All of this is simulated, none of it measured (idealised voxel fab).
The following is a process module called voxel transistor to metal.
The cross-section shown here is cut; it is 180 nm wide and divided into square cells measuring 5 nm on a side.
Cross-section, as written here: a square-cell grid given band by band from the top down, where a band holds one or more rows of cells. Per band: top height and bottom height in nm, followed by the left-to-right materials and their widths in nm; "throughout" marks a single material spanning edge to edge, "empty" marks empty space. Heights are reckoned from 0. Under this level, the received wafer is all of one material. The bottommost band is open-ended downward, for example "0 and below". You'd read "30->40" like this: the band's top row of cells is as wide as the first number, its bottom row is as wide as the second, and going down, every row changes width by the same amount as the row before did. You'll sometimes find "stayed the same" written for a step, and that's the way of saying that nowhere in the cross-section did a cell change during that step. "Enclosed void entries" enumerates empty spaces isolated from the top, with no open way to it, that contain at least 8 cells, giving each as width x height at distance from the left edge, all three in nm. Past the settings on a step's line: simulator remark, on that step. The setting "overlay nm" may be written on the line of a step. When the step uses a mask, the value reports how far to the right of the planned place the mask lay, and a negative value reports that it lay to the left.
These are the steps we planned for the process:
1 RECEIVE,material Si
2 CONFORMAL_DEP,material SiO2,thk nm 5
3 CONFORMAL_DEP,material SiN,thk nm 10
4 PATTERN,tone cover,mask id ACTIVE,material resist,width nm 105,thk nm 20,overlay nm 0
5 DIRECTIONAL_ETCH,etch materials SiN,depth nm 10
6 DIRECTIONAL_ETCH,etch materials SiO2,depth nm 5
7 DIRECTIONAL_ETCH,etch materials Si,depth nm 35
8 STRIP,etch materials resist
9 OXIDIZE,depth nm 5
10 FILL_DEP,material SiO2,thk nm 5
11 CMP,height nm 15
12 SELECTIVE_ETCH,etch materials SiO2,depth nm 10
13 STRIP,etch materials SiN
14 SELECTIVE_ETCH,etch materials SiO2,depth nm 5
15 OXIDIZE,depth nm 5
16 DIRECTIONAL_DEP,material polySi,thk nm 20
17 DIRECTIONAL_DEP,material SiCN,thk nm 10
18 PATTERN,tone cover,mask id GATE,material resist,width nm 25,thk nm 20,overlay nm 0
19 DIRECTIONAL_ETCH,etch materials SiCN,depth nm 20
20 DIRECTIONAL_ETCH,etch materials polySi,depth nm 30
21 STRIP,etch materials resist
22 CONFORMAL_DEP,material SiN,thk nm 10
23 DIRECTIONAL_ETCH,etch materials SiN,depth nm 10
24 DIRECTIONAL_ETCH,etch materials SiO2,depth nm 5
25 DIRECTIONAL_ETCH,etch materials Si,depth nm 15
26 EPI,material pSi,thk nm 15
27 FILL_DEP,material SiO2,thk nm 5
28 CMP,height nm 20
29 STRIP,etch materials polySi
30 SELECTIVE_ETCH,etch materials SiO2,depth nm 5
31 CONFORMAL_DEP,material HfO2,thk nm 5
32 CONFORMAL_DEP,material TiN,thk nm 5
33 FILL_DEP,material W,thk nm 5
34 CMP,height nm 15
35 DIRECTIONAL_DEP,material SiO2,thk nm 15
36 DIRECTIONAL_DEP,material aC,thk nm 10
37 PATTERN,tone open,mask id CONTACT,material resist,width nm 15,pitch nm 70,thk nm 30,overlay nm 0
38 DIRECTIONAL_ETCH,etch materials aC,depth nm 10
39 STRIP,etch materials resist
40 DIRECTIONAL_ETCH,etch materials SiO2,depth nm 35
41 STRIP,etch materials aC
42 CONFORMAL_DEP,material TiN,thk nm 5
43 FILL_DEP,material W,thk nm 10
44 CMP,height nm 30
45 CONFORMAL_DEP,material SiCN,thk nm 5
46 DIRECTIONAL_DEP,material SiO2,thk nm 15
47 DIRECTIONAL_DEP,material aC,thk nm 15
48 PATTERN,tone open,mask id METAL_1,material resist,width nm 15,pitch nm 70,thk nm 30,overlay nm 0
49 DIRECTIONAL_ETCH,etch materials aC,depth nm 15
50 STRIP,etch materials resist
51 DIRECTIONAL_ETCH,etch materials SiO2,depth nm 15
52 DIRECTIONAL_ETCH,etch materials SiCN,depth nm 5
53 STRIP,etch materials aC
54 CONFORMAL_DEP,material TiN,thk nm 5
55 FILL_DEP,material Cu,thk nm 10
56 CMP,height nm 50
57 CONFORMAL_DEP,material SiCN,thk nm 5
58 DIRECTIONAL_DEP,material SiO2,thk nm 30
59 DIRECTIONAL_DEP,material aC,thk nm 15
60 PATTERN,tone open,mask id METAL_2,material resist,width nm 15,pitch nm 70,thk nm 35,overlay nm 0
61 DIRECTIONAL_ETCH,etch materials aC,depth nm 15
62 STRIP,etch materials resist
63 DIRECTIONAL_ETCH,etch materials SiO2,depth nm 20
64 STRIP,etch materials aC
65 DIRECTIONAL_DEP,material aC,thk nm 15
66 PATTERN,tone open,mask id METAL_2_HOLES,material resist,width nm 15,pitch nm 70,thk nm 35,overlay nm 0
67 DIRECTIONAL_ETCH,etch materials aC,depth nm 15
68 STRIP,etch materials resist
69 DIRECTIONAL_ETCH,etch materials SiO2,depth nm 10
70 DIRECTIONAL_ETCH,etch materials SiCN,depth nm 5
71 STRIP,etch materials aC
72 CONFORMAL_DEP,material TiN,thk nm 5
73 FILL_DEP,material Cu,thk nm 10
74 CMP,height nm 85
75 CONFORMAL_DEP,material SiN,thk nm 5
Concerning the first of two wafers, which was run in accordance with the plan:
Cross-sectional view of the wafer in its as-received condition, corresponding to the state after step 1:
0 and below: Si throughout
Enclosed void entries: none
The wafer in cross-section once step 2 is complete:
5 down to 0: SiO2 throughout
Below 0, no change.
The wafer in cross-section once step 3 is complete:
15 down to 5: SiN throughout
Below 5, no change.
The wafer in cross-section once step 4 is complete:
35 down to 15: empty=35 | resist=105 | empty=40
Below 15, no change.
The wafer in cross-section once step 5 is complete:
35 down to 15: empty=35 | resist=105 | empty=40
15 down to 5: empty=35 | SiN=105 | empty=40
Below 5, no change.
The wafer in cross-section once step 6 is complete:
35 down to 15: empty=35 | resist=105 | empty=40
15 down to 5: empty=35 | SiN=105 | empty=40
5 down to 0: empty=35 | SiO2=105 | empty=40
Below 0, no change.
The wafer in cross-section once step 7 is complete:
35 down to 15: empty=35 | resist=105 | empty=40
15 down to 5: empty=35 | SiN=105 | empty=40
5 down to 0: empty=35 | SiO2=105 | empty=40
0 down to -35: empty=35 | Si=105 | empty=40
Below -35, no change.
The wafer in cross-section once step 8 is complete:
15 down to 5: empty=35 | SiN=105 | empty=40
Below 5, no change.
The wafer in cross-section once step 9 is complete:
15 down to 5: empty=35 | SiN=105 | empty=40
5 down to 0: empty=35 | SiO2=105 | empty=40
0 down to -35: empty=35 | SiO2=5 | Si=95 | SiO2=5 | empty=40
-35 down to -40: SiO2=40 | Si=95 | SiO2=45
Below -40, no change.
The wafer in cross-section once step 10 is complete:
20 down to 15: SiO2 throughout
15 down to 5: SiO2=35 | SiN=105 | SiO2=40
5 down to 0: SiO2 throughout
0 down to -40: SiO2=40 | Si=95 | SiO2=45
Below -40, no change.
The wafer in cross-section once step 11 is complete:
15 down to 5: SiO2=35 | SiN=105 | SiO2=40
Below 5, no change.
The wafer in cross-section once step 12 is complete:
15 down to 5: empty=35 | SiN=105 | empty=40
Below 5, no change.
The wafer in cross-section once step 13 is complete:
5 down to 0: SiO2 throughout
Below 0, no change.
The wafer in cross-section once step 14 is complete:
0 down to -40: SiO2=40 | Si=95 | SiO2=45
Below -40, no change.
The wafer in cross-section once step 15 is complete:
0 down to -5: SiO2 throughout
Below -5, no change.
The wafer in cross-section once step 16 is complete:
20 down to 0: polySi throughout
Below 0, no change.
The wafer in cross-section once step 17 is complete:
30 down to 20: SiCN throughout
Below 20, no change.
The wafer in cross-section once step 18 is complete:
50 down to 30: empty=75 | resist=25 | empty=80
Below 30, no change.
The wafer in cross-section once step 19 is complete:
50 down to 30: empty=75 | resist=25 | empty=80
30 down to 20: empty=75 | SiCN=25 | empty=80
Below 20, no change.
The wafer in cross-section once step 20 is complete:
50 down to 30: empty=75 | resist=25 | empty=80
30 down to 20: empty=75 | SiCN=25 | empty=80
20 down to 0: empty=75 | polySi=25 | empty=80
Below 0, no change.
The wafer in cross-section once step 21 is complete:
30 down to 20: empty=75 | SiCN=25 | empty=80
Below 20, no change.
The wafer in cross-section once step 22 is complete:
40 down to 30: empty=65 | SiN=45 | empty=70
30 down to 20: empty=65 | SiN=10 | SiCN=25 | SiN=10 | empty=70
20 down to 10: empty=65 | SiN=10 | polySi=25 | SiN=10 | empty=70
10 down to 0: SiN=75 | polySi=25 | SiN=80
Below 0, no change.
The wafer in cross-section once step 23 is complete:
30 down to 20: empty=65 | SiN=10 | SiCN=25 | SiN=10 | empty=70
20 down to 0: empty=65 | SiN=10 | polySi=25 | SiN=10 | empty=70
Below 0, no change.
The wafer in cross-section once step 24 is complete:
30 down to 20: empty=65 | SiN=10 | SiCN=25 | SiN=10 | empty=70
20 down to 0: empty=65 | SiN=10 | polySi=25 | SiN=10 | empty=70
0 down to -5: empty=65 | SiO2=45 | empty=70
Below -5, no change.
The wafer in cross-section once step 25 is complete:
30 down to 20: empty=65 | SiN=10 | SiCN=25 | SiN=10 | empty=70
20 down to 0: empty=65 | SiN=10 | polySi=25 | SiN=10 | empty=70
0 down to -5: empty=65 | SiO2=45 | empty=70
-5 down to -20: SiO2=40 | empty=25 | Si=45 | empty=25 | SiO2=45
Below -20, no change.
The wafer in cross-section once step 26 is complete:
30 down to 20: empty=65 | SiN=10 | SiCN=25 | SiN=10 | empty=70
20 down to 10: empty=65 | SiN=10 | polySi=25 | SiN=10 | empty=70
10 down to 0: empty=50 | pSi=15 | SiN=10 | polySi=25 | SiN=10 | pSi=15 | empty=55
0 down to -5: empty=50 | pSi=15 | SiO2=45 | pSi=15 | empty=55
-5 down to -20: SiO2=40 | pSi=25 | Si=45 | pSi=25 | SiO2=45
Below -20, no change.
The wafer in cross-section once step 27 is complete:
35 down to 30: SiO2 throughout
30 down to 20: SiO2=65 | SiN=10 | SiCN=25 | SiN=10 | SiO2=70
20 down to 10: SiO2=65 | SiN=10 | polySi=25 | SiN=10 | SiO2=70
10 down to 0: SiO2=50 | pSi=15 | SiN=10 | polySi=25 | SiN=10 | pSi=15 | SiO2=55
0 down to -5: SiO2=50 | pSi=15 | SiO2=45 | pSi=15 | SiO2=55
Below -5, no change.
The wafer in cross-section once step 28 is complete:
20 down to 10: SiO2=65 | SiN=10 | polySi=25 | SiN=10 | SiO2=70
Below 10, no change.
The wafer in cross-section once step 29 is complete:
20 down to 10: SiO2=65 | SiN=10 | empty=25 | SiN=10 | SiO2=70
10 down to 0: SiO2=50 | pSi=15 | SiN=10 | empty=25 | SiN=10 | pSi=15 | SiO2=55
Below 0, no change.
The wafer in cross-section once step 30 is complete:
20 down to 15: empty=65 | SiN=10 | empty=25 | SiN=10 | empty=70
15 down to 10: SiO2=65 | SiN=10 | empty=25 | SiN=10 | SiO2=70
10 down to 0: SiO2=50 | pSi=15 | SiN=10 | empty=25 | SiN=10 | pSi=15 | SiO2=55
0 down to -5: SiO2=50 | pSi=15 | SiO2=5 | empty=35 | SiO2=5 | pSi=15 | SiO2=55
Below -5, no change.
The wafer in cross-section once step 31 is complete:
25 down to 20: empty=60 | HfO2=20 | empty=15 | HfO2=20 | empty=65
20 down to 15: HfO2=65 | SiN=10 | HfO2=5 | empty=15 | HfO2=5 | SiN=10 | HfO2=70
15 down to 10: SiO2=65 | SiN=10 | HfO2=5 | empty=15 | HfO2=5 | SiN=10 | SiO2=70
10 down to 0: SiO2=50 | pSi=15 | SiN=10 | HfO2=5 | empty=15 | HfO2=5 | SiN=10 | pSi=15 | SiO2=55
0 down to -5: SiO2=50 | pSi=15 | SiO2=5 | HfO2=35 | SiO2=5 | pSi=15 | SiO2=55
Below -5, no change.
The wafer in cross-section once step 32 is complete:
30 down to 25: empty=55 | TiN=30 | empty=5 | TiN=30 | empty=60
25 down to 20: TiN=60 | HfO2=20 | TiN=5 | empty=5 | TiN=5 | HfO2=20 | TiN=65
20 down to 15: HfO2=65 | SiN=10 | HfO2=5 | TiN=5 | empty=5 | TiN=5 | HfO2=5 | SiN=10 | HfO2=70
15 down to 10: SiO2=65 | SiN=10 | HfO2=5 | TiN=5 | empty=5 | TiN=5 | HfO2=5 | SiN=10 | SiO2=70
10 down to 5: SiO2=50 | pSi=15 | SiN=10 | HfO2=5 | TiN=5 | empty=5 | TiN=5 | HfO2=5 | SiN=10 | pSi=15 | SiO2=55
5 down to 0: SiO2=50 | pSi=15 | SiN=10 | HfO2=5 | TiN=15 | HfO2=5 | SiN=10 | pSi=15 | SiO2=55
Below 0, no change.
The wafer in cross-section once step 33 is complete:
35 down to 30: W throughout
30 down to 25: W=55 | TiN=30 | W=5 | TiN=30 | W=60
25 down to 20: TiN=60 | HfO2=20 | TiN=5 | W=5 | TiN=5 | HfO2=20 | TiN=65
20 down to 15: HfO2=65 | SiN=10 | HfO2=5 | TiN=5 | W=5 | TiN=5 | HfO2=5 | SiN=10 | HfO2=70
15 down to 10: SiO2=65 | SiN=10 | HfO2=5 | TiN=5 | W=5 | TiN=5 | HfO2=5 | SiN=10 | SiO2=70
10 down to 5: SiO2=50 | pSi=15 | SiN=10 | HfO2=5 | TiN=5 | W=5 | TiN=5 | HfO2=5 | SiN=10 | pSi=15 | SiO2=55
Below 5, no change.
The wafer in cross-section once step 34 is complete:
15 down to 10: SiO2=65 | SiN=10 | HfO2=5 | TiN=5 | W=5 | TiN=5 | HfO2=5 | SiN=10 | SiO2=70
Below 10, no change.
The wafer in cross-section once step 35 is complete:
30 down to 15: SiO2 throughout
Below 15, no change.
The wafer in cross-section once step 36 is complete:
40 down to 30: aC throughout
Below 30, no change.
The wafer in cross-section once step 37 is complete:
70 down to 40: resist=45 | empty=15 | resist=55 | empty=15 | resist=50
Below 40, no change.
The wafer in cross-section once step 38 is complete:
60 down to 40: resist=45 | empty=15 | resist=55 | empty=15 | resist=50
40 down to 30: aC=45 | empty=15 | aC=55 | empty=15 | aC=50
Below 30, no change.
The wafer in cross-section once step 39 is complete:
40 down to 30: aC=45 | empty=15 | aC=55 | empty=15 | aC=50
Below 30, no change.
The wafer in cross-section once step 40 is complete:
40 down to 30: aC=45 | empty=15 | aC=55 | empty=15 | aC=50
30 down to 15: SiO2=45 | empty=15 | SiO2=55 | empty=15 | SiO2=50
15 down to 10: SiO2=45 | empty=15 | SiO2=5 | SiN=10 | HfO2=5 | TiN=5 | W=5 | TiN=5 | HfO2=5 | SiN=10 | SiO2=5 | empty=15 | SiO2=50
10 down to 5: SiO2=45 | empty=5 | pSi=15 | SiN=10 | HfO2=5 | TiN=5 | W=5 | TiN=5 | HfO2=5 | SiN=10 | pSi=15 | empty=5 | SiO2=50
5 down to 0: SiO2=45 | empty=5 | pSi=15 | SiN=10 | HfO2=5 | TiN=15 | HfO2=5 | SiN=10 | pSi=15 | empty=5 | SiO2=50
0 down to -5: SiO2=45 | empty=5 | pSi=15 | SiO2=5 | HfO2=35 | SiO2=5 | pSi=15 | empty=5 | SiO2=50
Below -5, no change.
The wafer in cross-section once step 41 is complete:
30 down to 15: SiO2=45 | empty=15 | SiO2=55 | empty=15 | SiO2=50
Below 15, no change.
The wafer in cross-section once step 42 is complete:
35 down to 30: TiN=50 | empty=5 | TiN=65 | empty=5 | TiN=55
30 down to 15: SiO2=45 | TiN=5 | empty=5 | TiN=5 | SiO2=55 | TiN=5 | empty=5 | TiN=5 | SiO2=50
15 down to 10: SiO2=45 | TiN=15 | SiO2=5 | SiN=10 | HfO2=5 | TiN=5 | W=5 | TiN=5 | HfO2=5 | SiN=10 | SiO2=5 | TiN=15 | SiO2=50
10 down to 5: SiO2=45 | TiN=5 | pSi=15 | SiN=10 | HfO2=5 | TiN=5 | W=5 | TiN=5 | HfO2=5 | SiN=10 | pSi=15 | TiN=5 | SiO2=50
5 down to 0: SiO2=45 | TiN=5 | pSi=15 | SiN=10 | HfO2=5 | TiN=15 | HfO2=5 | SiN=10 | pSi=15 | TiN=5 | SiO2=50
0 down to -5: SiO2=45 | TiN=5 | pSi=15 | SiO2=5 | HfO2=35 | SiO2=5 | pSi=15 | TiN=5 | SiO2=50
Below -5, no change.
The wafer in cross-section once step 43 is complete:
45 down to 35: W throughout
35 down to 30: TiN=50 | W=5 | TiN=65 | W=5 | TiN=55
30 down to 15: SiO2=45 | TiN=5 | W=5 | TiN=5 | SiO2=55 | TiN=5 | W=5 | TiN=5 | SiO2=50
Below 15, no change.
The wafer in cross-section once step 44 is complete:
30 down to 15: SiO2=45 | TiN=5 | W=5 | TiN=5 | SiO2=55 | TiN=5 | W=5 | TiN=5 | SiO2=50
Below 15, no change.
The wafer in cross-section once step 45 is complete:
35 down to 30: SiCN throughout
Below 30, no change.
The wafer in cross-section once step 46 is complete:
50 down to 35: SiO2 throughout
Below 35, no change.
The wafer in cross-section once step 47 is complete:
65 down to 50: aC throughout
Below 50, no change.
The wafer in cross-section once step 48 is complete:
95 down to 65: resist=45 | empty=15 | resist=55 | empty=15 | resist=50
Below 65, no change.
The wafer in cross-section once step 49 is complete:
80 down to 65: resist=45 | empty=15 | resist=55 | empty=15 | resist=50
65 down to 50: aC=45 | empty=15 | aC=55 | empty=15 | aC=50
Below 50, no change.
The wafer in cross-section once step 50 is complete:
65 down to 50: aC=45 | empty=15 | aC=55 | empty=15 | aC=50
Below 50, no change.
The wafer in cross-section once step 51 is complete:
65 down to 50: aC=45 | empty=15 | aC=55 | empty=15 | aC=50
50 down to 35: SiO2=45 | empty=15 | SiO2=55 | empty=15 | SiO2=50
Below 35, no change.
The wafer in cross-section once step 52 is complete:
65 down to 50: aC=45 | empty=15 | aC=55 | empty=15 | aC=50
50 down to 35: SiO2=45 | empty=15 | SiO2=55 | empty=15 | SiO2=50
35 down to 30: SiCN=45 | empty=15 | SiCN=55 | empty=15 | SiCN=50
Below 30, no change.
The wafer in cross-section once step 53 is complete:
50 down to 35: SiO2=45 | empty=15 | SiO2=55 | empty=15 | SiO2=50
Below 35, no change.
The wafer in cross-section once step 54 is complete:
55 down to 50: TiN=50 | empty=5 | TiN=65 | empty=5 | TiN=55
50 down to 35: SiO2=45 | TiN=5 | empty=5 | TiN=5 | SiO2=55 | TiN=5 | empty=5 | TiN=5 | SiO2=50
35 down to 30: SiCN=45 | TiN=15 | SiCN=55 | TiN=15 | SiCN=50
Below 30, no change.
The wafer in cross-section once step 55 is complete:
65 down to 55: Cu throughout
55 down to 50: TiN=50 | Cu=5 | TiN=65 | Cu=5 | TiN=55
50 down to 35: SiO2=45 | TiN=5 | Cu=5 | TiN=5 | SiO2=55 | TiN=5 | Cu=5 | TiN=5 | SiO2=50
Below 35, no change.
The wafer in cross-section once step 56 is complete:
50 down to 35: SiO2=45 | TiN=5 | Cu=5 | TiN=5 | SiO2=55 | TiN=5 | Cu=5 | TiN=5 | SiO2=50
Below 35, no change.
The wafer in cross-section once step 57 is complete:
55 down to 50: SiCN throughout
Below 50, no change.
The wafer in cross-section once step 58 is complete:
85 down to 55: SiO2 throughout
Below 55, no change.
The wafer in cross-section once step 59 is complete:
100 down to 85: aC throughout
Below 85, no change.
The wafer in cross-section once step 60 is complete:
135 down to 100: resist=45 | empty=15 | resist=55 | empty=15 | resist=50
Below 100, no change.
The wafer in cross-section once step 61 is complete:
120 down to 100: resist=45 | empty=15 | resist=55 | empty=15 | resist=50
100 down to 85: aC=45 | empty=15 | aC=55 | empty=15 | aC=50
Below 85, no change.
The wafer in cross-section once step 62 is complete:
100 down to 85: aC=45 | empty=15 | aC=55 | empty=15 | aC=50
Below 85, no change.
The wafer in cross-section once step 63 is complete:
100 down to 85: aC=45 | empty=15 | aC=55 | empty=15 | aC=50
85 down to 65: SiO2=45 | empty=15 | SiO2=55 | empty=15 | SiO2=50
Below 65, no change.
The wafer in cross-section once step 64 is complete:
85 down to 65: SiO2=45 | empty=15 | SiO2=55 | empty=15 | SiO2=50
Below 65, no change.
The wafer in cross-section once step 65 is complete:
100 down to 85: aC=45 | empty=15 | aC=55 | empty=15 | aC=50
85 down to 80: SiO2=45 | empty=15 | SiO2=55 | empty=15 | SiO2=50
80 down to 65: SiO2=45 | aC=15 | SiO2=55 | aC=15 | SiO2=50
Below 65, no change.
The wafer in cross-section once step 66 is complete:
135 down to 100: resist=45 | empty=15 | resist=55 | empty=15 | resist=50
Below 100, no change.
The wafer in cross-section once step 67 is complete:
120 down to 100: resist=45 | empty=15 | resist=55 | empty=15 | resist=50
100 down to 85: aC=45 | empty=15 | aC=55 | empty=15 | aC=50
85 down to 65: SiO2=45 | empty=15 | SiO2=55 | empty=15 | SiO2=50
Below 65, no change.
The wafer in cross-section once step 68 is complete:
100 down to 85: aC=45 | empty=15 | aC=55 | empty=15 | aC=50
Below 85, no change.
The wafer in cross-section once step 69 is complete:
100 down to 85: aC=45 | empty=15 | aC=55 | empty=15 | aC=50
85 down to 55: SiO2=45 | empty=15 | SiO2=55 | empty=15 | SiO2=50
Below 55, no change.
The wafer in cross-section once step 70 is complete:
100 down to 85: aC=45 | empty=15 | aC=55 | empty=15 | aC=50
85 down to 55: SiO2=45 | empty=15 | SiO2=55 | empty=15 | SiO2=50
55 down to 50: SiCN=45 | empty=15 | SiCN=55 | empty=15 | SiCN=50
Below 50, no change.
The wafer in cross-section once step 71 is complete:
85 down to 55: SiO2=45 | empty=15 | SiO2=55 | empty=15 | SiO2=50
Below 55, no change.
The wafer in cross-section once step 72 is complete:
90 down to 85: TiN=50 | empty=5 | TiN=65 | empty=5 | TiN=55
85 down to 55: SiO2=45 | TiN=5 | empty=5 | TiN=5 | SiO2=55 | TiN=5 | empty=5 | TiN=5 | SiO2=50
55 down to 50: SiCN=45 | TiN=15 | SiCN=55 | TiN=15 | SiCN=50
Below 50, no change.
The wafer in cross-section once step 73 is complete:
100 down to 90: Cu throughout
90 down to 85: TiN=50 | Cu=5 | TiN=65 | Cu=5 | TiN=55
85 down to 55: SiO2=45 | TiN=5 | Cu=5 | TiN=5 | SiO2=55 | TiN=5 | Cu=5 | TiN=5 | SiO2=50
Below 55, no change.
The wafer in cross-section once step 74 is complete:
85 down to 55: SiO2=45 | TiN=5 | Cu=5 | TiN=5 | SiO2=55 | TiN=5 | Cu=5 | TiN=5 | SiO2=50
Below 55, no change.
The wafer in cross-section once step 75 is complete:
90 down to 85: SiN throughout
Below 85, no change.
For the second wafer, take the first wafer's start and plan, then add one mistake made in running it; everything through step 43, that step included, is shared with the first:
Second wafer, sectioned view, at step 44's planned end time: stayed the same
Second wafer, sectioned view, at step 45's planned end time:
50 down to 45: SiCN throughout
Below 45, no change.
Second wafer, sectioned view, at step 46's planned end time:
65 down to 50: SiO2 throughout
Below 50, no change.
Second wafer, sectioned view, at step 47's planned end time:
80 down to 65: aC throughout
Below 65, no change.
Second wafer, sectioned view, at step 48's planned end time:
110 down to 80: resist=45 | empty=15 | resist=55 | empty=15 | resist=50
Below 80, no change.
Second wafer, sectioned view, at step 49's planned end time:
95 down to 80: resist=45 | empty=15 | resist=55 | empty=15 | resist=50
80 down to 65: aC=45 | empty=15 | aC=55 | empty=15 | aC=50
Below 65, no change.
Second wafer, sectioned view, at step 50's planned end time:
80 down to 65: aC=45 | empty=15 | aC=55 | empty=15 | aC=50
Below 65, no change.
Second wafer, sectioned view, at step 51's planned end time:
80 down to 65: aC=45 | empty=15 | aC=55 | empty=15 | aC=50
65 down to 50: SiO2=45 | empty=15 | SiO2=55 | empty=15 | SiO2=50
Below 50, no change.
Second wafer, sectioned view, at step 52's planned end time:
80 down to 65: aC=45 | empty=15 | aC=55 | empty=15 | aC=50
65 down to 50: SiO2=45 | empty=15 | SiO2=55 | empty=15 | SiO2=50
50 down to 45: SiCN=45 | empty=15 | SiCN=55 | empty=15 | SiCN=50
Below 45, no change.
Second wafer, sectioned view, at step 53's planned end time:
65 down to 50: SiO2=45 | empty=15 | SiO2=55 | empty=15 | SiO2=50
Below 50, no change.
Second wafer, sectioned view, at step 54's planned end time:
70 down to 65: TiN=50 | empty=5 | TiN=65 | empty=5 | TiN=55
65 down to 50: SiO2=45 | TiN=5 | empty=5 | TiN=5 | SiO2=55 | TiN=5 | empty=5 | TiN=5 | SiO2=50
50 down to 45: SiCN=45 | TiN=15 | SiCN=55 | TiN=15 | SiCN=50
Below 45, no change.
Second wafer, sectioned view, at step 55's planned end time:
80 down to 70: Cu throughout
70 down to 65: TiN=50 | Cu=5 | TiN=65 | Cu=5 | TiN=55
65 down to 50: SiO2=45 | TiN=5 | Cu=5 | TiN=5 | SiO2=55 | TiN=5 | Cu=5 | TiN=5 | SiO2=50
Below 50, no change.
Second wafer, sectioned view, at step 56's planned end time:
50 down to 45: SiCN=45 | TiN=15 | SiCN=55 | TiN=15 | SiCN=50
Below 45, no change.
Second wafer, sectioned view, at step 57's planned end time:
55 down to 50: SiCN throughout
Below 50, no change.
Second wafer, sectioned view, at step 58's planned end time:
85 down to 55: SiO2 throughout
Below 55, no change.
Second wafer, sectioned view, at step 59's planned end time:
100 down to 85: aC throughout
Below 85, no change.
Second wafer, sectioned view, at step 60's planned end time:
135 down to 100: resist=45 | empty=15 | resist=55 | empty=15 | resist=50
Below 100, no change.
Second wafer, sectioned view, at step 61's planned end time:
120 down to 100: resist=45 | empty=15 | resist=55 | empty=15 | resist=50
100 down to 85: aC=45 | empty=15 | aC=55 | empty=15 | aC=50
Below 85, no change.
Second wafer, sectioned view, at step 62's planned end time:
100 down to 85: aC=45 | empty=15 | aC=55 | empty=15 | aC=50
Below 85, no change.
Second wafer, sectioned view, at step 63's planned end time:
100 down to 85: aC=45 | empty=15 | aC=55 | empty=15 | aC=50
85 down to 65: SiO2=45 | empty=15 | SiO2=55 | empty=15 | SiO2=50
Below 65, no change.
Second wafer, sectioned view, at step 64's planned end time:
85 down to 65: SiO2=45 | empty=15 | SiO2=55 | empty=15 | SiO2=50
Below 65, no change.
Second wafer, sectioned view, at step 65's planned end time:
100 down to 85: aC=45 | empty=15 | aC=55 | empty=15 | aC=50
85 down to 80: SiO2=45 | empty=15 | SiO2=55 | empty=15 | SiO2=50
80 down to 65: SiO2=45 | aC=15 | SiO2=55 | aC=15 | SiO2=50
Below 65, no change.
Second wafer, sectioned view, at step 66's planned end time:
135 down to 100: resist=45 | empty=15 | resist=55 | empty=15 | resist=50
Below 100, no change.
Second wafer, sectioned view, at step 67's planned end time:
120 down to 100: resist=45 | empty=15 | resist=55 | empty=15 | resist=50
100 down to 85: aC=45 | empty=15 | aC=55 | empty=15 | aC=50
85 down to 65: SiO2=45 | empty=15 | SiO2=55 | empty=15 | SiO2=50
Below 65, no change.
Second wafer, sectioned view, at step 68's planned end time:
100 down to 85: aC=45 | empty=15 | aC=55 | empty=15 | aC=50
Below 85, no change.
Second wafer, sectioned view, at step 69's planned end time:
100 down to 85: aC=45 | empty=15 | aC=55 | empty=15 | aC=50
85 down to 55: SiO2=45 | empty=15 | SiO2=55 | empty=15 | SiO2=50
Below 55, no change.
Second wafer, sectioned view, at step 70's planned end time:
100 down to 85: aC=45 | empty=15 | aC=55 | empty=15 | aC=50
85 down to 55: SiO2=45 | empty=15 | SiO2=55 | empty=15 | SiO2=50
55 down to 50: SiCN=45 | empty=15 | SiCN=55 | empty=15 | SiCN=50
Below 50, no change.
Second wafer, sectioned view, at step 71's planned end time:
85 down to 55: SiO2=45 | empty=15 | SiO2=55 | empty=15 | SiO2=50
Below 55, no change.
Second wafer, sectioned view, at step 72's planned end time:
90 down to 85: TiN=50 | empty=5 | TiN=65 | empty=5 | TiN=55
85 down to 55: SiO2=45 | TiN=5 | empty=5 | TiN=5 | SiO2=55 | TiN=5 | empty=5 | TiN=5 | SiO2=50
55 down to 45: SiCN=45 | TiN=15 | SiCN=55 | TiN=15 | SiCN=50
Below 45, no change.
Second wafer, sectioned view, at step 73's planned end time:
100 down to 90: Cu throughout
90 down to 85: TiN=50 | Cu=5 | TiN=65 | Cu=5 | TiN=55
85 down to 55: SiO2=45 | TiN=5 | Cu=5 | TiN=5 | SiO2=55 | TiN=5 | Cu=5 | TiN=5 | SiO2=50
Below 55, no change.
Second wafer, sectioned view, at step 74's planned end time:
85 down to 55: SiO2=45 | TiN=5 | Cu=5 | TiN=5 | SiO2=55 | TiN=5 | Cu=5 | TiN=5 | SiO2=50
Below 55, no change.
Second wafer, sectioned view, at step 75's planned end time:
90 down to 85: SiN throughout
Below 85, no change.
What was done differently from what was planned? plan step 44: skipped, not run
at the end the second wafer has, in cells: Cu -6 | SiO2 -90 | TiN +22 | W +74
